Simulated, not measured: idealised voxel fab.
The following is a process module called voxel transistor to metal.
Section cut is 195 nm wide and gridded with 5 nm square cells.
We lay out every cross-section as a grid of square cells and spell it out in bands from the top down, where one band means one or more rows of cells. A band entry consists of two parts. The first gives the height of the band's top and the height of its bottom, in nm. The rest lists the band's materials from left to right, each with its width in nm. A single material labelled with the word "everywhere" fills the band from edge to edge, and the word "empty" marks empty space. Beneath 0, the wafer as received is one material, and that level is where height counting begins. The lowest band goes on downward without a bottom; it is written like "z 0 and below". Width "30->40": first value at the band's top row of cells, second value at its bottom row, equal change from row to row. The designation "nothing was modified", where it is given for a processing step, indicates that no cell of the cross-section was altered in the course of that step. Listed in "Closed void listing": every empty space of 8 or more cells without an open way to the top. Form: width x height at distance, the distance being from the left edge, all in nm. Step line, after settings: the simulator's comment on this step. The optional step-line setting "overlay nm" applies to steps with a mask and quantifies how far to the right of its planned location the mask lay, a negative value indicating leftward placement.
# Set out below are the planned steps of the process
1: RECEIVE,material Si
2: OXIDIZE,depth nm 5
3: CONFORMAL_DEP,material SiN,thk nm 10
4: DIRECTIONAL_DEP,material aC,thk nm 15
5: PATTERN,tone cover,mask id ACTIVE,material resist,width nm 130,thk nm 30,overlay nm 0
6: DIRECTIONAL_ETCH,etch materials aC,depth nm 15
7: STRIP,etch materials resist
8: DIRECTIONAL_ETCH,etch materials SiN,depth nm 10
9: DIRECTIONAL_ETCH,etch materials SiO2,depth nm 5
10: DIRECTIONAL_ETCH,etch materials Si,depth nm 30
11: STRIP,etch materials aC
12: FILL_DEP,material SiO2,thk nm 5
13: CMP,height nm 10
14: SELECTIVE_ETCH,etch materials SiO2,depth nm 10
15: STRIP,etch materials SiN
16: SELECTIVE_ETCH,etch materials SiO2,depth nm 5
17: OXIDIZE,depth nm 5
18: DIRECTIONAL_DEP,material polySi,thk nm 30
19: DIRECTIONAL_DEP,material SiCN,thk nm 10
20: DIRECTIONAL_DEP,material aC,thk nm 15
21: PATTERN,tone cover,mask id GATE,material resist,width nm 30,thk nm 30,overlay nm 0
22: DIRECTIONAL_ETCH,etch materials aC,depth nm 15
23: STRIP,etch materials resist
24: DIRECTIONAL_ETCH,etch materials SiCN,depth nm 20
25: DIRECTIONAL_ETCH,etch materials polySi,depth nm 40
26: STRIP,etch materials aC
27: CONFORMAL_DEP,material SiN,thk nm 10
28: DIRECTIONAL_ETCH,etch materials SiN,depth nm 10
29: DIRECTIONAL_ETCH,etch materials SiO2,depth nm 5
30: DIRECTIONAL_ETCH,etch materials Si,depth nm 10
31: EPI,material pSi,thk nm 10
32: FILL_DEP,material SiO2,thk nm 10
33: CMP,height nm 25
34: STRIP,etch materials polySi
35: SELECTIVE_ETCH,etch materials SiO2,depth nm 5
36: CONFORMAL_DEP,material HfO2,thk nm 5
37: CONFORMAL_DEP,material TiN,thk nm 5
38: FILL_DEP,material W,thk nm 10
39: CMP,height nm 20
40: DIRECTIONAL_DEP,material SiO2,thk nm 10
41: PATTERN,tone open,mask id CONTACT,material resist,width nm 20,pitch nm 90,thk nm 20,overlay nm 0
42: DIRECTIONAL_ETCH,etch materials SiO2,depth nm 40
43: STRIP,etch materials resist
44: CONFORMAL_DEP,material TiN,thk nm 5
45: FILL_DEP,material W,thk nm 10
46: CMP,height nm 30
47: DIRECTIONAL_DEP,material TiN,thk nm 5
48: DIRECTIONAL_DEP,material Ru,thk nm 25
49: MASKED_ETCH,tone cover,mask id METAL_1,width nm 20,pitch nm 90,etch materials Ru,depth nm 25,overlay nm 0
50: MASKED_ETCH,tone cover,mask id METAL_1,width nm 20,pitch nm 90,etch materials TiN,depth nm 5,overlay nm 0
51: CONFORMAL_DEP,material SiN,thk nm 5
52: FILL_DEP,material SiO2,thk nm 5
53: CMP,height nm 60
54: CONFORMAL_DEP,material SiCN,thk nm 5
# Shown in cross-section is the wafer as received, that is, as it stands after step 1
- z 0 and below: Si everywhere
- Closed void listing: none
# Sectioned view, first of two wafers, at the close of the module, processed as intended in the plan
- z 65 to 60: SiCN everywhere
- z 60 to 35: SiO2=35  SiN=5  Ru=20  SiN=5  SiO2=60  SiN=5  Ru=20  SiN=5  SiO2=40
- z 35 to 30: SiN=40  TiN=20  SiN=70  TiN=20  SiN=45
- z 30 to 20: SiO2=40  TiN=5  W=10  TiN=5  SiO2=70  TiN=5  W=10  TiN=5  SiO2=45
- z 20 to 0: SiO2=40  TiN=5  W=10  TiN=5  SiO2=10  SiN=10  HfO2=5  TiN=5  W=10  TiN=5  HfO2=5  SiN=10  SiO2=10  TiN=5  W=10  TiN=5  SiO2=45
- z 0 to -5: SiO2=40  TiN=5  W=10  TiN=5  pSi=10  SiN=10  HfO2=5  TiN=20  HfO2=5  SiN=10  pSi=10  TiN=5  W=10  TiN=5  SiO2=45
- z -5 to -10: SiO2=40  TiN=20  pSi=10  SiO2=5  HfO2=40  SiO2=5  pSi=10  TiN=20  SiO2=45
- z -10 to -20: SiO2=30  pSi=40  Si=50  pSi=40  SiO2=35
- z -20 to -35: SiO2=30  Si=130  SiO2=35
- z -35 and below: Si everywhere
- Closed void listing: none
# Second of two wafers, module complete, sectioned: it shares the first wafer's start and plan but was run with one mistake
- z 65 to 60: SiCN everywhere
- z 60 to 35: SiO2=35  SiN=5  Ru=20  SiN=5  SiO2=60  SiN=5  Ru=20  SiN=5  SiO2=40
- z 35 to 30: SiN=40  TiN=20  SiN=70  TiN=20  SiN=45
- z 30 to 20: SiO2=40  TiN=5  W=10  TiN=5  SiO2=70  TiN=5  W=10  TiN=5  SiO2=45
- z 20 to 0: SiO2=40  TiN=5  W=10  TiN=5  SiO2=10  SiN=10  HfO2=5  TiN=5  W=10  TiN=5  HfO2=5  SiN=10  SiO2=10  TiN=5  W=10  TiN=5  SiO2=45
- z 0 to -5: SiO2=40  TiN=5  W=10  TiN=5  pSi=10  SiN=10  HfO2=5  TiN=20  HfO2=5  SiN=10  pSi=10  TiN=5  W=10  TiN=5  SiO2=45
- z -5 to -10: SiO2=40  TiN=20  pSi=10  SiO2=5  HfO2=40  SiO2=5  pSi=10  TiN=20  SiO2=45
- z -10 to -20: SiO2=30  pSi=40  Si=50  pSi=40  SiO2=35
- z -20 to -65: SiO2=30  Si=130  SiO2=35
- z -65 and below: Si everywhere
- Closed void listing: none
Run error: heads up, step 10 of the plan got done twice
Final comparison by cell count, materials where the second wafer has more or fewer than the first: -78 Si | +78 SiO2
